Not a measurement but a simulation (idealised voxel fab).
The following is a process module called voxel gate over fins.
Cross-section cut spans 300 nm and uses square cells 5 nm in size.
This document writes a cross-section as a grid whose cells are square, and gives it as bands, listed from the top down; one or more rows of cells form a band.
A band entry consists of two parts. The first gives the height of the band's top and the height of its bottom, in nm. The rest lists the band's materials from left to right, each with its width in nm. A single material labelled with the word "edge to edge" fills the band from edge to edge, and the word "empty" marks empty space.
Heights are measured from 0, the level below which the as-received wafer is all one material; the lowest band has no bottom and continues downward, written as in "0 and below".
Width "30->40": first value at the band's top row of cells, second value at its bottom row, equal change from row to row.
Any step labelled "left unchanged" changed none of the cells in the cross-section.
"Fully sealed voids" means: voids of 8 cells or more that are shut off from the top with no open way through. Written width x height at distance, distance from the left edge, in nm.
On each step's line, the part that comes after the settings is the simulator's own comment on the step.
Regarding "overlay nm": on a step with a mask, it is the distance the mask lay to the right of its planned place; a negative value places it to the left.

## Planned step list for the process
1: op RECEIVE | material Si
2: op CONFORMAL_DEP | material SiN | thk nm 5
3: op MASKED_ETCH | tone cover | mask id FINS | width nm 15 | pitch nm 40 | etch materials SiN | depth nm 5 | overlay nm 0
4: op MASKED_ETCH | tone cover | mask id FINS | width nm 15 | pitch nm 40 | etch materials Si | depth nm 40 | overlay nm 0
5: op OXIDIZE | depth nm 5
6: op FILL_DEP | material SiO2 | thk nm 15
7: op CMP | height nm 5
8: op SELECTIVE_ETCH | etch materials SiO2 | depth nm 20
9: op STRIP | etch materials SiN
10: op CONFORMAL_DEP | material HfO2 | thk nm 5
11: op CONFORMAL_DEP | material TiN | thk nm 5
12: op FILL_DEP | material W | thk nm 15
13: op CMP | height nm 20
14: op CONFORMAL_DEP | material SiN | thk nm 5
Split variable: thk nm, step 2. Plan value = first wafer. Wafers start alike.

## Incoming state of the first of several wafers in cross-section: after step 1
0 and below = Si edge to edge
Fully sealed voids: none

## Every row in this table is a wafer at the end of the module, and it gives, for each of the materials, the cells that wafer has gained (+) or lost (-) since it was received, then its closed voids
thk nm 5 | +78 HfO2 | -513 Si | +60 SiN | +342 SiO2 | +78 TiN | +255 W | Fully sealed voids: none
thk nm 10 | +60 HfO2 | +60 SiN | +60 TiN | +120 W | Fully sealed voids: none
thk nm 15 | +60 HfO2 | +60 SiN | +60 TiN | +120 W | Fully sealed voids: none
thk nm 20 | +60 HfO2 | +60 SiN | +60 TiN | +120 W | Fully sealed voids: none
